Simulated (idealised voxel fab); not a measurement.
Title: Process Module voxel gate over fins
Xsec cut, 160 nm wide, square cell size 5 nm.
Just so we're on the same page, the cross-sections are grids of square cells, and they're listed out in bands top to bottom, each band one or more rows deep.
A band entry consists of two parts. The first gives the height of the band's top and the height of its bottom, in nm. The rest lists the band's materials from left to right, each with its width in nm. A single material labelled with the word "all across" fills the band from edge to edge, and the word "blank" marks empty space.
Height 0 is the level under which the wafer as received is all one material. The lowest band goes on downwards, as in "from 0 down".
The notation "30 to 40" denotes a width that varies across the rows of cells in the band, beginning at the first number in the top row, finishing at the second number in the bottom row, and changing by an identical amount from each row to the next.
"everything unchanged" after a step means that no cell of the cross-section changed.
Enclosed voids (no open way to top), threshold 8 cells or more, entry "Enclosed voids", notation width x height at distance, distance from left edge, nm.
Note: text after step settings on the step line = simulator remark on that step.
overlay nm: on a step with a mask, how far right of its planned place the mask lay; negative means left.
Pairs, read this way: before one process step on the one hand, after it on the other, the after cross-section ending at the lowest band that changed; the step between, settings included, beneath. Same starting wafer throughout, but possibly different runs of this module, so no pair continues from the pair above unless its entry headed "Cross-section, before" says so.

### Cross-section, before
* from 10 to 0 = 40 nm blank, then 15 nm SiN, then 45 nm blank, then 15 nm SiN, then 45 nm blank
* from 0 to -15 = 45 nm SiO2, then 5 nm Si, then 55 nm SiO2, then 5 nm Si, then 50 nm SiO2
* from -15 to -25 = 45 nm SiO2, then 5 nm Si, then 20 nm SiO2, then 5 nm TiN, then 5 nm Ru, then 5 nm TiN, then 20 nm SiO2, then 5 nm Si, then 50 nm SiO2
* from -25 to -30 = 45 nm SiO2, then 5 nm Si, then 20 nm SiO2, then 15 nm TiN, then 20 nm SiO2, then 5 nm Si, then 50 nm SiO2
* from -30 to -40 = 45 nm SiO2, then 5 nm Si, then 55 nm SiO2, then 5 nm Si, then 50 nm SiO2
* from -40 down = Si all across
* Enclosed voids: none

### Post-Step Cross-Section
* from 0 to -15 = 45 nm SiO2, then 5 nm Si, then 55 nm SiO2, then 5 nm Si, then 50 nm SiO2
* At heights below -15, the structure remains unaltered.
* Enclosed voids: none
Between before and after, shown above: STRIP,etch materials SiN

Cross-section, before: cross-section not repeated; it is the one shown after the step in the pair just above.

### Post-Step Cross-Section
* from 5 to 0 = HfO2 all across
* At heights below 0, the structure remains unaltered.
* Enclosed voids: none
Between before and after, shown above: CONFORMAL_DEP,material HfO2,thk nm 5

Cross-section, before: cross-section not repeated; it is the one shown after the step in the pair just above.

### Post-Step Cross-Section
* from 10 to 5 = TiN all across
* At heights below 5, the structure remains unaltered.
* Enclosed voids: none
Between before and after, shown above: CONFORMAL_DEP,material TiN,thk nm 5

Cross-section, before: cross-section not repeated; it is the one shown after the step in the pair just above.

### Post-Step Cross-Section
* from 15 to 10 = TiAl all across
* At heights below 10, the structure remains unaltered.
* Enclosed voids: none
Between before and after, shown above: CONFORMAL_DEP,material TiAl,thk nm 5

Cross-section, before: cross-section not repeated; it is the one shown after the step in the pair just above.

### Post-Step Cross-Section
* from 20 to 15 = TiN all across
* At heights below 15, the structure remains unaltered.
* Enclosed voids: none
Between before and after, shown above: CONFORMAL_DEP,material TiN,thk nm 5

Cross-section, before: cross-section not repeated; it is the one shown after the step in the pair just above.

### Post-Step Cross-Section
* from 30 to 20 = W all across
* At heights below 20, the structure remains unaltered.
* Enclosed voids: none
Between before and after, shown above: FILL_DEP,material W,thk nm 10

Cross-section, before: cross-section not repeated; it is the one shown after the step in the pair just above.

### Post-Step Cross-Section
* from 25 to 20 = W all across
* At heights below 20, the structure remains unaltered.
* Enclosed voids: none
Between before and after, shown above: CMP,height nm 25

Cross-section, before: cross-section not repeated; it is the one shown after the step in the pair just above.

### Post-Step Cross-Section
* from 35 to 25 = SiN all across
* At heights below 25, the structure remains unaltered.
* Enclosed voids: none
Between before and after, shown above: CONFORMAL_DEP,material SiN,thk nm 10

### Cross-section, before
* from 10 to 0 = 40 nm blank, then 15 nm SiN, then 45 nm blank, then 15 nm SiN, then 45 nm blank
* from 0 down = Si all across
* Enclosed voids: none

### Post-Step Cross-Section
* from 10 to 0 = 40 nm blank, then 15 nm SiN, then 45 nm blank, then 15 nm SiN, then 45 nm blank
* from 0 to -35 = 35 nm blank, then 25 nm Si, then 35 nm blank, then 25 nm Si, then 40 nm blank
* At heights below -35, the structure remains unaltered.
* Enclosed voids: none
Between before and after, shown above: MASKED_ETCH,tone cover,mask id FINS,width nm 25,pitch nm 60,etch materials Si,depth nm 35,overlay nm 0

Cross-section, before: cross-section not repeated; it is the one shown after the step in the pair just above.

### Post-Step Cross-Section
* from 10 to 0 = 40 nm blank, then 15 nm SiN, then 45 nm blank, then 15 nm SiN, then 45 nm blank
* from 0 to -5 = 35 nm blank, then 10 nm SiO2, then 5 nm Si, then 10 nm SiO2, then 35 nm blank, then 10 nm SiO2, then 5 nm Si, then 10 nm SiO2, then 40 nm blank
* from -5 to -35 = 35 nm blank, then 5 nm SiO2, then 15 nm Si, then 5 nm SiO2, then 35 nm blank, then 5 nm SiO2, then 15 nm Si, then 5 nm SiO2, then 40 nm blank
* from -35 to -40 = 40 nm SiO2, then 15 nm Si, then 45 nm SiO2, then 15 nm Si, then 45 nm SiO2
* At heights below -40, the structure remains unaltered.
* Enclosed voids: none
Between before and after, shown above: OXIDIZE,depth nm 5

Cross-section, before: cross-section not repeated; it is the one shown after the step in the pair just above.

### Post-Step Cross-Section
* from 25 to 10 = SiO2 all across
* from 10 to 0 = 40 nm SiO2, then 15 nm SiN, then 45 nm SiO2, then 15 nm SiN, then 45 nm SiO2
* from 0 to -5 = 45 nm SiO2, then 5 nm Si, then 55 nm SiO2, then 5 nm Si, then 50 nm SiO2
* from -5 to -40 = 40 nm SiO2, then 15 nm Si, then 45 nm SiO2, then 15 nm Si, then 45 nm SiO2
* At heights below -40, the structure remains unaltered.
* Enclosed voids: none
Between before and after, shown above: FILL_DEP,material SiO2,thk nm 15

Cross-section, before: cross-section not repeated; it is the one shown after the step in the pair just above.

### Post-Step Cross-Section
* from 10 to 0 = 40 nm SiO2, then 15 nm SiN, then 45 nm SiO2, then 15 nm SiN, then 45 nm SiO2
* At heights below 0, the structure remains unaltered.
* Enclosed voids: none
Between before and after, shown above: CMP,height nm 10

Cross-section, before: cross-section not repeated; it is the one shown after the step in the pair just above.

### Post-Step Cross-Section
* from 10 to 0 = 40 nm SiO2, then 15 nm SiN, then 15 nm SiO2, then 15 nm blank, then 15 nm SiO2, then 15 nm SiN, then 45 nm SiO2
* from 0 to -5 = 45 nm SiO2, then 5 nm Si, then 20 nm SiO2, then 15 nm blank, then 20 nm SiO2, then 5 nm Si, then 50 nm SiO2
* from -5 to -30 = 40 nm SiO2, then 15 nm Si, then 15 nm SiO2, then 15 nm blank, then 15 nm SiO2, then 15 nm Si, then 45 nm SiO2
* At heights below -30, the structure remains unaltered.
* Enclosed voids: none
Between before and after, shown above: MASKED_ETCH,tone open,mask id RAIL,width nm 15,etch materials SiO2,depth nm 40,overlay nm 0

Cross-section, before: cross-section not repeated; it is the one shown after the step in the pair just above.

### Post-Step Cross-Section
* from 15 to 10 = 75 nm TiN, then 5 nm blank, then 80 nm TiN
* from 10 to 0 = 40 nm SiO2, then 15 nm SiN, then 15 nm SiO2, then 5 nm TiN, then 5 nm blank, then 5 nm TiN, then 15 nm SiO2, then 15 nm SiN, then 45 nm SiO2
* from 0 to -5 = 45 nm SiO2, then 5 nm Si, then 20 nm SiO2, then 5 nm TiN, then 5 nm blank, then 5 nm TiN, then 20 nm SiO2, then 5 nm Si, then 50 nm SiO2
* from -5 to -25 = 40 nm SiO2, then 15 nm Si, then 15 nm SiO2, then 5 nm TiN, then 5 nm blank, then 5 nm TiN, then 15 nm SiO2, then 15 nm Si, then 45 nm SiO2
* from -25 to -30 = 40 nm SiO2, then 15 nm Si, then 15 nm SiO2, then 15 nm TiN, then 15 nm SiO2, then 15 nm Si, then 45 nm SiO2
* At heights below -30, the structure remains unaltered.
* Enclosed voids: none
Between before and after, shown above: CONFORMAL_DEP,material TiN,thk nm 5

Cross-section, before: cross-section not repeated; it is the one shown after the step in the pair just above.

### Post-Step Cross-Section
* from 20 to 15 = Ru all across
* from 15 to 10 = 75 nm TiN, then 5 nm Ru, then 80 nm TiN
* from 10 to 0 = 40 nm SiO2, then 15 nm SiN, then 15 nm SiO2, then 5 nm TiN, then 5 nm Ru, then 5 nm TiN, then 15 nm SiO2, then 15 nm SiN, then 45 nm SiO2
* from 0 to -5 = 45 nm SiO2, then 5 nm Si, then 20 nm SiO2, then 5 nm TiN, then 5 nm Ru, then 5 nm TiN, then 20 nm SiO2, then 5 nm Si, then 50 nm SiO2
* from -5 to -25 = 40 nm SiO2, then 15 nm Si, then 15 nm SiO2, then 5 nm TiN, then 5 nm Ru, then 5 nm TiN, then 15 nm SiO2, then 15 nm Si, then 45 nm SiO2
* At heights below -25, the structure remains unaltered.
* Enclosed voids: none
Between before and after, shown above: FILL_DEP,material Ru,thk nm 5

Cross-section, before: cross-section not repeated; it is the one shown after the step in the pair just above.

### Post-Step Cross-Section
* from 10 to 0 = 40 nm SiO2, then 15 nm SiN, then 15 nm SiO2, then 5 nm TiN, then 5 nm Ru, then 5 nm TiN, then 15 nm SiO2, then 15 nm SiN, then 45 nm SiO2
* At heights below 0, the structure remains unaltered.
* Enclosed voids: none
Between before and after, shown above: CMP,height nm 10

Cross-section, before: cross-section not repeated; it is the one shown after the step in the pair just above.

### Post-Step Cross-Section
* from 10 to 0 = 40 nm SiO2, then 15 nm SiN, then 15 nm SiO2, then 15 nm blank, then 15 nm SiO2, then 15 nm SiN, then 45 nm SiO2
* from 0 to -5 = 45 nm SiO2, then 5 nm Si, then 20 nm SiO2, then 15 nm blank, then 20 nm SiO2, then 5 nm Si, then 50 nm SiO2
* from -5 to -15 = 40 nm SiO2, then 15 nm Si, then 15 nm SiO2, then 15 nm blank, then 15 nm SiO2, then 15 nm Si, then 45 nm SiO2
* At heights below -15, the structure remains unaltered.
* Enclosed voids: none
Between before and after, shown above: SELECTIVE_ETCH,etch materials W Ru TiN,depth nm 25

Cross-section, before: cross-section not repeated; it is the one shown after the step in the pair just above.

### Post-Step Cross-Section
* from 15 to 10 = SiO2 all across
* from 10 to 0 = 40 nm SiO2, then 15 nm SiN, then 45 nm SiO2, then 15 nm SiN, then 45 nm SiO2
* from 0 to -5 = 45 nm SiO2, then 5 nm Si, then 55 nm SiO2, then 5 nm Si, then 50 nm SiO2
* from -5 to -15 = 40 nm SiO2, then 15 nm Si, then 45 nm SiO2, then 15 nm Si, then 45 nm SiO2
* At heights below -15, the structure remains unaltered.
* Enclosed voids: none
Between before and after, shown above: FILL_DEP,material SiO2,thk nm 5

Cross-section, before: cross-section not repeated; it is the one shown after the step in the pair just above.

### Post-Step Cross-Section
* from 10 to 0 = 40 nm SiO2, then 15 nm SiN, then 45 nm SiO2, then 15 nm SiN, then 45 nm SiO2
* At heights below 0, the structure remains unaltered.
* Enclosed voids: none
Between before and after, shown above: CMP,height nm 10

Cross-section, before: cross-section not repeated; it is the one shown after the step in the pair just above.

### Post-Step Cross-Section
* from 10 to 0 = 40 nm blank, then 15 nm SiN, then 45 nm blank, then 15 nm SiN, then 45 nm blank
* from 0 to -10 = 45 to 40 nm blank, then 5 to 15 nm Si, then 55 to 45 nm blank, then 5 to 15 nm Si, then 50 to 45 nm blank
* At heights below -10, the structure remains unaltered.
* Enclosed voids: none
Between before and after, shown above: SELECTIVE_ETCH,etch materials SiO2,depth nm 20

Cross-section, before: cross-section not repeated; it is the one shown after the step in the pair just above.

### Post-Step Cross-Section
* from 0 to -10 = 45 to 40 nm blank, then 5 to 15 nm Si, then 55 to 45 nm blank, then 5 to 15 nm Si, then 50 to 45 nm blank
* At heights below -10, the structure remains unaltered.
* Enclosed voids: none
Between before and after, shown above: STRIP,etch materials SiN

Cross-section, before: cross-section not repeated; it is the one shown after the step in the pair just above.

### Post-Step Cross-Section
* from 5 to 0 = 40 nm blank, then 15 nm HfO2, then 45 nm blank, then 15 nm HfO2, then 45 nm blank
* from 0 to -5 = 35 nm blank, then 10 nm HfO2, then 5 nm Si, then 10 nm HfO2, then 35 nm blank, then 10 nm HfO2, then 5 nm Si, then 10 nm HfO2, then 40 nm blank
* from -5 to -10 = 40 nm HfO2, then 15 nm Si, then 45 nm HfO2, then 15 nm Si, then 45 nm HfO2
* At heights below -10, the structure remains unaltered.
* Enclosed voids: none
Between before and after, shown above: CONFORMAL_DEP,material HfO2,thk nm 5

Cross-section, before: cross-section not repeated; it is the one shown after the step in the pair just above.

### Post-Step Cross-Section
* from 10 to 5 = 35 nm blank, then 25 nm TiN, then 35 nm blank, then 25 nm TiN, then 40 nm blank
* from 5 to 0 = 30 nm blank, then 10 nm TiN, then 15 nm HfO2, then 10 nm TiN, then 25 nm blank, then 10 nm TiN, then 15 nm HfO2, then 10 nm TiN, then 35 nm blank
* from 0 to -5 = 35 nm TiN, then 10 nm HfO2, then 5 nm Si, then 10 nm HfO2, then 35 nm TiN, then 10 nm HfO2, then 5 nm Si, then 10 nm HfO2, then 40 nm TiN
* At heights below -5, the structure remains unaltered.
* Enclosed voids: none
Between before and after, shown above: CONFORMAL_DEP,material TiN,thk nm 5

Cross-section, before: cross-section not repeated; it is the one shown after the step in the pair just above.

### Post-Step Cross-Section
* from 15 to 10 = 30 nm blank, then 35 nm TiAl, then 25 nm blank, then 35 nm TiAl, then 35 nm blank
* from 10 to 5 = 25 nm blank, then 10 nm TiAl, then 25 nm TiN, then 10 nm TiAl, then 15 nm blank, then 10 nm TiAl, then 25 nm TiN, then 10 nm TiAl, then 30 nm blank
* from 5 to 0 = 30 nm TiAl, then 10 nm TiN, then 15 nm HfO2, then 10 nm TiN, then 25 nm TiAl, then 10 nm TiN, then 15 nm HfO2, then 10 nm TiN, then 35 nm TiAl
* At heights below 0, the structure remains unaltered.
* Enclosed voids: none
Between before and after, shown above: CONFORMAL_DEP,material TiAl,thk nm 5

Cross-section, before: cross-section not repeated; it is the one shown after the step in the pair just above.

### Post-Step Cross-Section
* from 20 to 15 = 25 nm blank, then 45 nm TiN, then 15 nm blank, then 45 nm TiN, then 30 nm blank
* from 15 to 10 = 20 nm blank, then 10 nm TiN, then 35 nm TiAl, then 10 nm TiN, then 5 nm blank, then 10 nm TiN, then 35 nm TiAl, then 10 nm TiN, then 25 nm blank
* from 10 to 5 = 25 nm TiN, then 10 nm TiAl, then 25 nm TiN, then 10 nm TiAl, then 15 nm TiN, then 10 nm TiAl, then 25 nm TiN, then 10 nm TiAl, then 30 nm TiN
* At heights below 5, the structure remains unaltered.
* Enclosed voids: none
Between before and after, shown above: CONFORMAL_DEP,material TiN,thk nm 5

Cross-section, before: cross-section not repeated; it is the one shown after the step in the pair just above.

### Post-Step Cross-Section
* from 30 to 20 = W all across
* from 20 to 15 = 25 nm W, then 45 nm TiN, then 15 nm W, then 45 nm TiN, then 30 nm W
* from 15 to 10 = 20 nm W, then 10 nm TiN, then 35 nm TiAl, then 10 nm TiN, then 5 nm W, then 10 nm TiN, then 35 nm TiAl, then 10 nm TiN, then 25 nm W
* At heights below 10, the structure remains unaltered.
* Enclosed voids: none
Between before and after, shown above: FILL_DEP,material W,thk nm 10

Cross-section, before: cross-section not repeated; it is the one shown after the step in the pair just above.

### Post-Step Cross-Section
* from 25 to 20 = W all across
* At heights below 20, the structure remains unaltered.
* Enclosed voids: none
Between before and after, shown above: CMP,height nm 25

Cross-section, before: cross-section not repeated; it is the one shown after the step in the pair just above.

### Post-Step Cross-Section
* from 35 to 25 = SiN all across
* At heights below 25, the structure remains unaltered.
* Enclosed voids: none
Between before and after, shown above: CONFORMAL_DEP,material SiN,thk nm 10

### Cross-section, before
* from 10 to 0 = 40 nm blank, then 15 nm SiN, then 45 nm blank, then 15 nm SiN, then 45 nm blank
* from 0 down = Si all across
* Enclosed voids: none

### Post-Step Cross-Section
* from 10 to 0 = 40 nm blank, then 15 nm SiN, then 45 nm blank, then 15 nm SiN, then 45 nm blank
* from 0 to -35 = 40 nm blank, then 25 nm Si, then 35 nm blank, then 25 nm Si, then 35 nm blank
* At heights below -35, the structure remains unaltered.
* Enclosed voids: none
Between before and after, shown above: MASKED_ETCH,tone cover,mask id FINS,width nm 15,pitch nm 60,etch materials Si,depth nm 35,overlay nm 10

Cross-section, before: cross-section not repeated; it is the one shown after the step in the pair just above.

### Post-Step Cross-Section
* from 10 to 0 = 40 nm blank, then 15 nm SiN, then 45 nm blank, then 15 nm SiN, then 45 nm blank
* from 0 to -5 = 40 nm blank, then 5 nm SiO2, then 5 nm Si, then 15 nm SiO2, then 35 nm blank, then 5 nm SiO2, then 5 nm Si, then 15 nm SiO2, then 35 nm blank
* from -5 to -35 = 40 nm blank, then 5 nm SiO2, then 15 nm Si, then 5 nm SiO2, then 35 nm blank, then 5 nm SiO2, then 15 nm Si, then 5 nm SiO2, then 35 nm blank
* from -35 to -40 = 45 nm SiO2, then 15 nm Si, then 45 nm SiO2, then 15 nm Si, then 40 nm SiO2
* At heights below -40, the structure remains unaltered.
* Enclosed voids: none
Between before and after, shown above: OXIDIZE,depth nm 5

Cross-section, before: cross-section not repeated; it is the one shown after the step in the pair just above.

### Post-Step Cross-Section
* from 25 to 10 = SiO2 all across
* from 10 to 0 = 40 nm SiO2, then 15 nm SiN, then 45 nm SiO2, then 15 nm SiN, then 45 nm SiO2
* from 0 to -5 = 45 nm SiO2, then 5 nm Si, then 55 nm SiO2, then 5 nm Si, then 50 nm SiO2
* from -5 to -40 = 45 nm SiO2, then 15 nm Si, then 45 nm SiO2, then 15 nm Si, then 40 nm SiO2
* At heights below -40, the structure remains unaltered.
* Enclosed voids: none
Between before and after, shown above: FILL_DEP,material SiO2,thk nm 15

Cross-section, before: cross-section not repeated; it is the one shown after the step in the pair just above.

### Post-Step Cross-Section
* from 10 to 0 = 40 nm SiO2, then 15 nm SiN, then 45 nm SiO2, then 15 nm SiN, then 45 nm SiO2
* At heights below 0, the structure remains unaltered.
* Enclosed voids: none
Between before and after, shown above: CMP,height nm 10

Cross-section, before: cross-section not repeated; it is the one shown after the step in the pair just above.

### Post-Step Cross-Section
* from 10 to 0 = 40 nm SiO2, then 15 nm SiN, then 15 nm SiO2, then 15 nm blank, then 15 nm SiO2, then 15 nm SiN, then 45 nm SiO2
* from 0 to -5 = 45 nm SiO2, then 5 nm Si, then 20 nm SiO2, then 15 nm blank, then 20 nm SiO2, then 5 nm Si, then 50 nm SiO2
* from -5 to -30 = 45 nm SiO2, then 15 nm Si, then 10 nm SiO2, then 15 nm blank, then 20 nm SiO2, then 15 nm Si, then 40 nm SiO2
* At heights below -30, the structure remains unaltered.
* Enclosed voids: none
Between before and after, shown above: MASKED_ETCH,tone open,mask id RAIL,width nm 15,etch materials SiO2,depth nm 40,overlay nm 0

Cross-section, before: cross-section not repeated; it is the one shown after the step in the pair just above.

### Post-Step Cross-Section
* from 15 to 10 = 75 nm TiN, then 5 nm blank, then 80 nm TiN
* from 10 to 0 = 40 nm SiO2, then 15 nm SiN, then 15 nm SiO2, then 5 nm TiN, then 5 nm blank, then 5 nm TiN, then 15 nm SiO2, then 15 nm SiN, then 45 nm SiO2
* from 0 to -5 = 45 nm SiO2, then 5 nm Si, then 20 nm SiO2, then 5 nm TiN, then 5 nm blank, then 5 nm TiN, then 20 nm SiO2, then 5 nm Si, then 50 nm SiO2
* from -5 to -25 = 45 nm SiO2, then 15 nm Si, then 10 nm SiO2, then 5 nm TiN, then 5 nm blank, then 5 nm TiN, then 20 nm SiO2, then 15 nm Si, then 40 nm SiO2
* from -25 to -30 = 45 nm SiO2, then 15 nm Si, then 10 nm SiO2, then 15 nm TiN, then 20 nm SiO2, then 15 nm Si, then 40 nm SiO2
* At heights below -30, the structure remains unaltered.
* Enclosed voids: none
Between before and after, shown above: CONFORMAL_DEP,material TiN,thk nm 5

Cross-section, before: cross-section not repeated; it is the one shown after the step in the pair just above.

### Post-Step Cross-Section
* from 20 to 15 = Ru all across
* from 15 to 10 = 75 nm TiN, then 5 nm Ru, then 80 nm TiN
* from 10 to 0 = 40 nm SiO2, then 15 nm SiN, then 15 nm SiO2, then 5 nm TiN, then 5 nm Ru, then 5 nm TiN, then 15 nm SiO2, then 15 nm SiN, then 45 nm SiO2
* from 0 to -5 = 45 nm SiO2, then 5 nm Si, then 20 nm SiO2, then 5 nm TiN, then 5 nm Ru, then 5 nm TiN, then 20 nm SiO2, then 5 nm Si, then 50 nm SiO2
* from -5 to -25 = 45 nm SiO2, then 15 nm Si, then 10 nm SiO2, then 5 nm TiN, then 5 nm Ru, then 5 nm TiN, then 20 nm SiO2, then 15 nm Si, then 40 nm SiO2
* At heights below -25, the structure remains unaltered.
* Enclosed voids: none
Between before and after, shown above: FILL_DEP,material Ru,thk nm 5

Cross-section, before: cross-section not repeated; it is the one shown after the step in the pair just above.

### Post-Step Cross-Section
* from 10 to 0 = 40 nm SiO2, then 15 nm SiN, then 15 nm SiO2, then 5 nm TiN, then 5 nm Ru, then 5 nm TiN, then 15 nm SiO2, then 15 nm SiN, then 45 nm SiO2
* At heights below 0, the structure remains unaltered.
* Enclosed voids: none
Between before and after, shown above: CMP,height nm 10

Cross-section, before: cross-section not repeated; it is the one shown after the step in the pair just above.

### Post-Step Cross-Section
* from 10 to 0 = 40 nm SiO2, then 15 nm SiN, then 15 nm SiO2, then 15 nm blank, then 15 nm SiO2, then 15 nm SiN, then 45 nm SiO2
* from 0 to -5 = 45 nm SiO2, then 5 nm Si, then 20 nm SiO2, then 15 nm blank, then 20 nm SiO2, then 5 nm Si, then 50 nm SiO2
* from -5 to -15 = 45 nm SiO2, then 15 nm Si, then 10 nm SiO2, then 15 nm blank, then 20 nm SiO2, then 15 nm Si, then 40 nm SiO2
* At heights below -15, the structure remains unaltered.
* Enclosed voids: none
Between before and after, shown above: SELECTIVE_ETCH,etch materials W Ru TiN,depth nm 25

Cross-section, before: cross-section not repeated; it is the one shown after the step in the pair just above.

### Post-Step Cross-Section
* from 15 to 10 = SiO2 all across
* from 10 to 0 = 40 nm SiO2, then 15 nm SiN, then 45 nm SiO2, then 15 nm SiN, then 45 nm SiO2
* from 0 to -5 = 45 nm SiO2, then 5 nm Si, then 55 nm SiO2, then 5 nm Si, then 50 nm SiO2
* from -5 to -15 = 45 nm SiO2, then 15 nm Si, then 45 nm SiO2, then 15 nm Si, then 40 nm SiO2
* At heights below -15, the structure remains unaltered.
* Enclosed voids: none
Between before and after, shown above: FILL_DEP,material SiO2,thk nm 5

Cross-section, before: cross-section not repeated; it is the one shown after the step in the pair just above.

### Post-Step Cross-Section
* from 10 to 0 = 40 nm SiO2, then 15 nm SiN, then 45 nm SiO2, then 15 nm SiN, then 45 nm SiO2
* At heights below 0, the structure remains unaltered.
* Enclosed voids: none
Between before and after, shown above: CMP,height nm 10

Cross-section, before: cross-section not repeated; it is the one shown after the step in the pair just above.

### Post-Step Cross-Section
* from 10 to 0 = 40 nm blank, then 15 nm SiN, then 45 nm blank, then 15 nm SiN, then 45 nm blank
* from 0 to -10 = 45 nm blank, then 5 to 15 nm Si, then 55 to 45 nm blank, then 5 to 15 nm Si, then 50 to 40 nm blank
* At heights below -10, the structure remains unaltered.
* Enclosed voids: none
Between before and after, shown above: SELECTIVE_ETCH,etch materials SiO2,depth nm 20

Cross-section, before: cross-section not repeated; it is the one shown after the step in the pair just above.

### Post-Step Cross-Section
* from 0 to -10 = 45 nm blank, then 5 to 15 nm Si, then 55 to 45 nm blank, then 5 to 15 nm Si, then 50 to 40 nm blank
* At heights below -10, the structure remains unaltered.
* Enclosed voids: none
Between before and after, shown above: STRIP,etch materials SiN

Cross-section, before: cross-section not repeated; it is the one shown after the step in the pair just above.

### Post-Step Cross-Section
* from 5 to 0 = 40 nm blank, then 15 nm HfO2, then 45 nm blank, then 15 nm HfO2, then 45 nm blank
* from 0 to -5 = 40 nm blank, then 5 nm HfO2, then 5 nm Si, then 15 nm HfO2, then 35 nm blank, then 5 nm HfO2, then 5 nm Si, then 15 nm HfO2, then 35 nm blank
* from -5 to -10 = 45 nm HfO2, then 15 nm Si, then 45 nm HfO2, then 15 nm Si, then 40 nm HfO2
* At heights below -10, the structure remains unaltered.
* Enclosed voids: none
Between before and after, shown above: CONFORMAL_DEP,material HfO2,thk nm 5

Cross-section, before: cross-section not repeated; it is the one shown after the step in the pair just above.

### Post-Step Cross-Section
* from 10 to 5 = 35 nm blank, then 25 nm TiN, then 35 nm blank, then 25 nm TiN, then 40 nm blank
* from 5 to 0 = 35 nm blank, then 5 nm TiN, then 15 nm HfO2, then 15 nm TiN, then 25 nm blank, then 5 nm TiN, then 15 nm HfO2, then 15 nm TiN, then 30 nm blank
* from 0 to -5 = 40 nm TiN, then 5 nm HfO2, then 5 nm Si, then 15 nm HfO2, then 35 nm TiN, then 5 nm HfO2, then 5 nm Si, then 15 nm HfO2, then 35 nm TiN
* At heights below -5, the structure remains unaltered.
* Enclosed voids: none
Between before and after, shown above: CONFORMAL_DEP,material TiN,thk nm 5

Cross-section, before: cross-section not repeated; it is the one shown after the step in the pair just above.

### Post-Step Cross-Section
* from 15 to 10 = 30 nm blank, then 35 nm TiAl, then 25 nm blank, then 35 nm TiAl, then 35 nm blank
* from 10 to 5 = 30 nm blank, then 5 nm TiAl, then 25 nm TiN, then 15 nm TiAl, then 15 nm blank, then 5 nm TiAl, then 25 nm TiN, then 15 nm TiAl, then 25 nm blank
* from 5 to 0 = 35 nm TiAl, then 5 nm TiN, then 15 nm HfO2, then 15 nm TiN, then 25 nm TiAl, then 5 nm TiN, then 15 nm HfO2, then 15 nm TiN, then 30 nm TiAl
* At heights below 0, the structure remains unaltered.
* Enclosed voids: none
Between before and after, shown above: CONFORMAL_DEP,material TiAl,thk nm 5

Cross-section, before: cross-section not repeated; it is the one shown after the step in the pair just above.

### Post-Step Cross-Section
* from 20 to 15 = 25 nm blank, then 45 nm TiN, then 15 nm blank, then 45 nm TiN, then 30 nm blank
* from 15 to 10 = 25 nm blank, then 5 nm TiN, then 35 nm TiAl, then 15 nm TiN, then 5 nm blank, then 5 nm TiN, then 35 nm TiAl, then 15 nm TiN, then 20 nm blank
* from 10 to 5 = 30 nm TiN, then 5 nm TiAl, then 25 nm TiN, then 15 nm TiAl, then 15 nm TiN, then 5 nm TiAl, then 25 nm TiN, then 15 nm TiAl, then 25 nm TiN
* At heights below 5, the structure remains unaltered.
* Enclosed voids: none
Between before and after, shown above: CONFORMAL_DEP,material TiN,thk nm 5

Cross-section, before: cross-section not repeated; it is the one shown after the step in the pair just above.

### Post-Step Cross-Section
* from 30 to 20 = W all across
* from 20 to 15 = 25 nm W, then 45 nm TiN, then 15 nm W, then 45 nm TiN, then 30 nm W
* from 15 to 10 = 25 nm W, then 5 nm TiN, then 35 nm TiAl, then 15 nm TiN, then 5 nm W, then 5 nm TiN, then 35 nm TiAl, then 15 nm TiN, then 20 nm W
* At heights below 10, the structure remains unaltered.
* Enclosed voids: none
Between before and after, shown above: FILL_DEP,material W,thk nm 10

Cross-section, before: cross-section not repeated; it is the one shown after the step in the pair just above.

### Post-Step Cross-Section
* from 25 to 20 = W all across
* At heights below 20, the structure remains unaltered.
* Enclosed voids: none
Between before and after, shown above: CMP,height nm 25

Cross-section, before: cross-section not repeated; it is the one shown after the step in the pair just above.

### Post-Step Cross-Section
* from 35 to 25 = SiN all across
* At heights below 25, the structure remains unaltered.
* Enclosed voids: none
Between before and after, shown above: CONFORMAL_DEP,material SiN,thk nm 10

### Cross-section, before
* from 10 to 0 = 40 nm blank, then 15 nm SiN, then 45 nm blank, then 15 nm SiN, then 45 nm blank
* from 0 to -10 = 45 nm blank, then 5 nm Si, then 55 nm blank, then 5 nm Si, then 50 nm blank
* from -10 to -15 = 45 nm SiO2, then 5 nm Si, then 55 nm SiO2, then 5 nm Si, then 50 nm SiO2
* from -15 to -25 = 45 nm SiO2, then 5 nm Si, then 20 nm SiO2, then 5 nm TiN, then 5 nm Ru, then 5 nm TiN, then 20 nm SiO2, then 5 nm Si, then 50 nm SiO2
* from -25 to -30 = 45 nm SiO2, then 5 nm Si, then 20 nm SiO2, then 15 nm TiN, then 20 nm SiO2, then 5 nm Si, then 50 nm SiO2
* from -30 to -40 = 45 nm SiO2, then 5 nm Si, then 55 nm SiO2, then 5 nm Si, then 50 nm SiO2
* from -40 down = Si all across
* Enclosed voids: none

### Post-Step Cross-Section
* from 10 to 0 = 40 nm blank, then 15 nm SiN, then 45 nm blank, then 15 nm SiN, then 45 nm blank
* from 0 to -40 = 45 nm blank, then 5 nm Si, then 55 nm blank, then 5 nm Si, then 50 nm blank
* At heights below -40, the structure remains unaltered.
* Enclosed voids: none
Between before and after, shown above: STRIP,etch materials SiO2

Cross-section, before: cross-section not repeated; it is the one shown after the step in the pair just above.

### Post-Step Cross-Section
* from 15 to 10 = 35 nm blank, then 25 nm HfO2, then 35 nm blank, then 25 nm HfO2, then 40 nm blank
* from 10 to 0 = 35 nm blank, then 5 nm HfO2, then 15 nm SiN, then 5 nm HfO2, then 35 nm blank, then 5 nm HfO2, then 15 nm SiN, then 5 nm HfO2, then 40 nm blank
* from 0 to -5 = 35 nm blank, then 10 nm HfO2, then 5 nm Si, then 10 nm HfO2, then 35 nm blank, then 10 nm HfO2, then 5 nm Si, then 10 nm HfO2, then 40 nm blank
* from -5 to -35 = 40 nm blank, then 5 nm HfO2, then 5 nm Si, then 5 nm HfO2, then 45 nm blank, then 5 nm HfO2, then 5 nm Si, then 5 nm HfO2, then 45 nm blank
* from -35 to -40 = 45 nm HfO2, then 5 nm Si, then 55 nm HfO2, then 5 nm Si, then 50 nm HfO2
* At heights below -40, the structure remains unaltered.
* Enclosed voids: none
Between before and after, shown above: CONFORMAL_DEP,material HfO2,thk nm 5
